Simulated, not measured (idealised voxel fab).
Documented hereafter: the process module known as voxel self aligned contacts.
In the cross-section labelled cut, the width is 230 nm and each square cell is 5 nm.
We lay out every cross-section as a grid of square cells and spell it out in bands from the top down, where one band means one or more rows of cells. Band: top height; bottom height; in nm. Then, left to right: material with width in nm, for each material. "edge to edge": a single material spanning edge to edge. "air": empty space. Measure heights from 0. That's the level where, below it, the as-received wafer is all one material. The lowest band is bottomless and extends downward; write it as in "0..down". The expression "30..40" gives the width at the extremes of the band, the first number at its top row of cells and the second at its bottom row, with the width changing by equal amounts from each row to the next in between. For the purposes of this document, the phrase "all unchanged" attached to a step denotes that no cell within the cross-section was modified by that step. Voids not open to the top, 8 cells minimum: see "Closed void listing". Written width x height at distance; distance is from the left edge; nm. Note: text after step settings on the step line = simulator remark on that step. When a step includes a mask, the "overlay nm" setting on its line states how far to the right of its planned place that mask lay, and negative values state how far to the left.

# Planned step list for the process
1) op RECEIVE | material Si
2) op CONFORMAL_DEP | material SiO2 | thk nm 5
3) op DIRECTIONAL_DEP | material polySi | thk nm 25
4) op DIRECTIONAL_DEP | material SiN | thk nm 20
5) op DIRECTIONAL_DEP | material aC | thk nm 15
6) op PATTERN | tone cover | mask id GATE | material resist | width nm 30 | pitch nm 55 | thk nm 30 | overlay nm 0
7) op DIRECTIONAL_ETCH | etch materials aC | depth nm 15
8) op STRIP | etch materials resist
9) op DIRECTIONAL_ETCH | etch materials SiN | depth nm 20
10) op DIRECTIONAL_ETCH | etch materials polySi | depth nm 25
11) op STRIP | etch materials aC
12) op CONFORMAL_DEP | material SiN | thk nm 5
13) op DIRECTIONAL_ETCH | etch materials SiN | depth nm 5
14) op FILL_DEP | material SiO2 | thk nm 15
15) op CMP | height nm 60
16) op DIRECTIONAL_DEP | material aC | thk nm 15
17) op PATTERN | tone open | mask id CONTACT | material resist | width nm 35 | thk nm 35 | overlay nm 0
18) op DIRECTIONAL_ETCH | etch materials aC | depth nm 15
19) op STRIP | etch materials resist
20) op DIRECTIONAL_ETCH | etch materials SiO2 | depth nm 60
21) op STRIP | etch materials aC
22) op CONFORMAL_DEP | material TiN | thk nm 5
23) op FILL_DEP | material W | thk nm 5
24) op CMP | height nm 60
25) op CONFORMAL_DEP | material SiN | thk nm 5

# First of two wafers: run as planned

# Cross-section of the incoming wafer, state after step 1
> 0..down | Si edge to edge
> Closed void listing: none

# Cross-sectional representation of the wafer at the conclusion of step 2
> 5..0 | SiO2 edge to edge
> Below 0, the layers are the same as they were.

# Cross-sectional representation of the wafer at the conclusion of step 3
> 30..5 | polySi edge to edge
> Below 5, the layers are the same as they were.

# Cross-sectional representation of the wafer at the conclusion of step 4
> 50..30 | SiN edge to edge
> Below 30, the layers are the same as they were.

# Cross-sectional representation of the wafer at the conclusion of step 5
> 65..50 | aC edge to edge
> Below 50, the layers are the same as they were.

# Cross-sectional representation of the wafer at the conclusion of step 6
> 95..65 | air 70; resist 30; air 25; resist 30; air 75
> Below 65, the layers are the same as they were.

# Cross-sectional representation of the wafer at the conclusion of step 7
> 80..65 | air 70; resist 30; air 25; resist 30; air 75
> 65..50 | air 70; aC 30; air 25; aC 30; air 75
> Below 50, the layers are the same as they were.

# Cross-sectional representation of the wafer at the conclusion of step 8
> 65..50 | air 70; aC 30; air 25; aC 30; air 75
> Below 50, the layers are the same as they were.

# Cross-sectional representation of the wafer at the conclusion of step 9
> 65..50 | air 70; aC 30; air 25; aC 30; air 75
> 50..30 | air 70; SiN 30; air 25; SiN 30; air 75
> Below 30, the layers are the same as they were.

# Cross-sectional representation of the wafer at the conclusion of step 10
> 65..50 | air 70; aC 30; air 25; aC 30; air 75
> 50..30 | air 70; SiN 30; air 25; SiN 30; air 75
> 30..5 | air 70; polySi 30; air 25; polySi 30; air 75
> Below 5, the layers are the same as they were.

# Cross-sectional representation of the wafer at the conclusion of step 11
> 50..30 | air 70; SiN 30; air 25; SiN 30; air 75
> Below 30, the layers are the same as they were.

# Cross-sectional representation of the wafer at the conclusion of step 12
> 55..30 | air 65; SiN 40; air 15; SiN 40; air 70
> 30..10 | air 65; SiN 5; polySi 30; SiN 5; air 15; SiN 5; polySi 30; SiN 5; air 70
> 10..5 | SiN 70; polySi 30; SiN 25; polySi 30; SiN 75
> Below 5, the layers are the same as they were.

# Cross-sectional representation of the wafer at the conclusion of step 13
> 50..30 | air 65; SiN 40; air 15; SiN 40; air 70
> 30..5 | air 65; SiN 5; polySi 30; SiN 5; air 15; SiN 5; polySi 30; SiN 5; air 70
> Below 5, the layers are the same as they were.

# Cross-sectional representation of the wafer at the conclusion of step 14
> 65..50 | SiO2 edge to edge
> 50..30 | SiO2 65; SiN 40; SiO2 15; SiN 40; SiO2 70
> 30..5 | SiO2 65; SiN 5; polySi 30; SiN 5; SiO2 15; SiN 5; polySi 30; SiN 5; SiO2 70
> Below 5, the layers are the same as they were.

# Cross-sectional representation of the wafer at the conclusion of step 15
> 60..50 | SiO2 edge to edge
> Below 50, the layers are the same as they were.

# Cross-sectional representation of the wafer at the conclusion of step 16
> 75..60 | aC edge to edge
> Below 60, the layers are the same as they were.

# Cross-sectional representation of the wafer at the conclusion of step 17
> 110..75 | resist 95; air 35; resist 100
> Below 75, the layers are the same as they were.

# Cross-sectional representation of the wafer at the conclusion of step 18
> 95..75 | resist 95; air 35; resist 100
> 75..60 | aC 95; air 35; aC 100
> Below 60, the layers are the same as they were.

# Cross-sectional representation of the wafer at the conclusion of step 19
> 75..60 | aC 95; air 35; aC 100
> Below 60, the layers are the same as they were.

# Cross-sectional representation of the wafer at the conclusion of step 20
> 75..60 | aC 95; air 35; aC 100
> 60..50 | SiO2 95; air 35; SiO2 100
> 50..30 | SiO2 65; SiN 40; air 15; SiN 40; SiO2 70
> 30..5 | SiO2 65; SiN 5; polySi 30; SiN 5; air 15; SiN 5; polySi 30; SiN 5; SiO2 70
> 5..0 | SiO2 105; air 15; SiO2 110
> Below 0, the layers are the same as they were.

# Cross-sectional representation of the wafer at the conclusion of step 21
> 60..50 | SiO2 95; air 35; SiO2 100
> Below 50, the layers are the same as they were.

# Cross-sectional representation of the wafer at the conclusion of step 22
> 65..60 | TiN 100; air 25; TiN 105
> 60..50 | SiO2 95; TiN 5..15; air 25..5; TiN 5..15; SiO2 100
> 50..30 | SiO2 65; SiN 40; TiN 5; air 5; TiN 5; SiN 40; SiO2 70
> 30..5 | SiO2 65; SiN 5; polySi 30; SiN 5; TiN 5; air 5; TiN 5; SiN 5; polySi 30; SiN 5; SiO2 70
> 5..0 | SiO2 105; TiN 15; SiO2 110
> Below 0, the layers are the same as they were.

# Cross-sectional representation of the wafer at the conclusion of step 23
> 70..65 | W edge to edge
> 65..60 | TiN 100; W 25; TiN 105
> 60..50 | SiO2 95; TiN 5..15; W 25..5; TiN 5..15; SiO2 100
> 50..30 | SiO2 65; SiN 40; TiN 5; W 5; TiN 5; SiN 40; SiO2 70
> 30..5 | SiO2 65; SiN 5; polySi 30; SiN 5; TiN 5; W 5; TiN 5; SiN 5; polySi 30; SiN 5; SiO2 70
> Below 5, the layers are the same as they were.

# Cross-sectional representation of the wafer at the conclusion of step 24
> 60..50 | SiO2 95; TiN 5..15; W 25..5; TiN 5..15; SiO2 100
> Below 50, the layers are the same as they were.

# Cross-sectional representation of the wafer at the conclusion of step 25
> 65..60 | SiN edge to edge
> Below 60, the layers are the same as they were.

# Second wafer. Start and plan as for the first. One mistake made in running. Agrees with the first up to and including step 1

# Look at the second wafer in cross-section at the time step 2 ought to have finished
> 25..0 | polySi edge to edge
> Below 0, the layers are the same as they were.

# Look at the second wafer in cross-section at the time step 3 ought to have finished
> 30..25 | SiO2 edge to edge
> Below 25, the layers are the same as they were.

# Look at the second wafer in cross-section at the time step 4 ought to have finished
> 50..30 | SiN edge to edge
> Below 30, the layers are the same as they were.

# Look at the second wafer in cross-section at the time step 5 ought to have finished
> 65..50 | aC edge to edge
> Below 50, the layers are the same as they were.

# Look at the second wafer in cross-section at the time step 6 ought to have finished
> 95..65 | air 70; resist 30; air 25; resist 30; air 75
> Below 65, the layers are the same as they were.

# Look at the second wafer in cross-section at the time step 7 ought to have finished
> 80..65 | air 70; resist 30; air 25; resist 30; air 75
> 65..50 | air 70; aC 30; air 25; aC 30; air 75
> Below 50, the layers are the same as they were.

# Look at the second wafer in cross-section at the time step 8 ought to have finished
> 65..50 | air 70; aC 30; air 25; aC 30; air 75
> Below 50, the layers are the same as they were.

# Look at the second wafer in cross-section at the time step 9 ought to have finished
> 65..50 | air 70; aC 30; air 25; aC 30; air 75
> 50..30 | air 70; SiN 30; air 25; SiN 30; air 75
> Below 30, the layers are the same as they were.

Look at the second wafer in cross-section at the time step 10 ought to have finished: all unchanged

# Look at the second wafer in cross-section at the time step 11 ought to have finished
> 50..30 | air 70; SiN 30; air 25; SiN 30; air 75
> Below 30, the layers are the same as they were.

# Look at the second wafer in cross-section at the time step 12 ought to have finished
> 55..35 | air 65; SiN 40; air 15; SiN 40; air 70
> 35..30 | SiN edge to edge
> Below 30, the layers are the same as they were.

# Look at the second wafer in cross-section at the time step 13 ought to have finished
> 50..30 | air 65; SiN 40; air 15; SiN 40; air 70
> Below 30, the layers are the same as they were.

# Look at the second wafer in cross-section at the time step 14 ought to have finished
> 65..50 | SiO2 edge to edge
> 50..30 | SiO2 65; SiN 40; SiO2 15; SiN 40; SiO2 70
> Below 30, the layers are the same as they were.

# Look at the second wafer in cross-section at the time step 15 ought to have finished
> 60..50 | SiO2 edge to edge
> Below 50, the layers are the same as they were.

# Look at the second wafer in cross-section at the time step 16 ought to have finished
> 75..60 | aC edge to edge
> Below 60, the layers are the same as they were.

# Look at the second wafer in cross-section at the time step 17 ought to have finished
> 110..75 | resist 95; air 35; resist 100
> Below 75, the layers are the same as they were.

# Look at the second wafer in cross-section at the time step 18 ought to have finished
> 95..75 | resist 95; air 35; resist 100
> 75..60 | aC 95; air 35; aC 100
> Below 60, the layers are the same as they were.

# Look at the second wafer in cross-section at the time step 19 ought to have finished
> 75..60 | aC 95; air 35; aC 100
> Below 60, the layers are the same as they were.

# Look at the second wafer in cross-section at the time step 20 ought to have finished
> 75..60 | aC 95; air 35; aC 100
> 60..50 | SiO2 95; air 35; SiO2 100
> 50..30 | SiO2 65; SiN 40; air 15; SiN 40; SiO2 70
> 30..25 | SiO2 105; air 15; SiO2 110
> Below 25, the layers are the same as they were.

# Look at the second wafer in cross-section at the time step 21 ought to have finished
> 60..50 | SiO2 95; air 35; SiO2 100
> Below 50, the layers are the same as they were.

# Look at the second wafer in cross-section at the time step 22 ought to have finished
> 65..60 | TiN 100; air 25; TiN 105
> 60..50 | SiO2 95; TiN 5..15; air 25..5; TiN 5..15; SiO2 100
> 50..30 | SiO2 65; SiN 40; TiN 5; air 5; TiN 5; SiN 40; SiO2 70
> 30..25 | SiO2 105; TiN 15; SiO2 110
> Below 25, the layers are the same as they were.

# Look at the second wafer in cross-section at the time step 23 ought to have finished
> 70..65 | W edge to edge
> 65..60 | TiN 100; W 25; TiN 105
> 60..50 | SiO2 95; TiN 5..15; W 25..5; TiN 5..15; SiO2 100
> 50..30 | SiO2 65; SiN 40; TiN 5; W 5; TiN 5; SiN 40; SiO2 70
> Below 30, the layers are the same as they were.

# Look at the second wafer in cross-section at the time step 24 ought to have finished
> 60..50 | SiO2 95; TiN 5..15; W 25..5; TiN 5..15; SiO2 100
> Below 50, the layers are the same as they were.

# Look at the second wafer in cross-section at the time step 25 ought to have finished
> 65..60 | SiN edge to edge
> Below 60, the layers are the same as they were.
What was the processing mistake? order of steps 2 and 3 inverted relative to the plan
The second wafer ends with more or fewer cells of some materials than the first, per final count: SiN -20, SiO2 -135, TiN -10, W -5, polySi +170
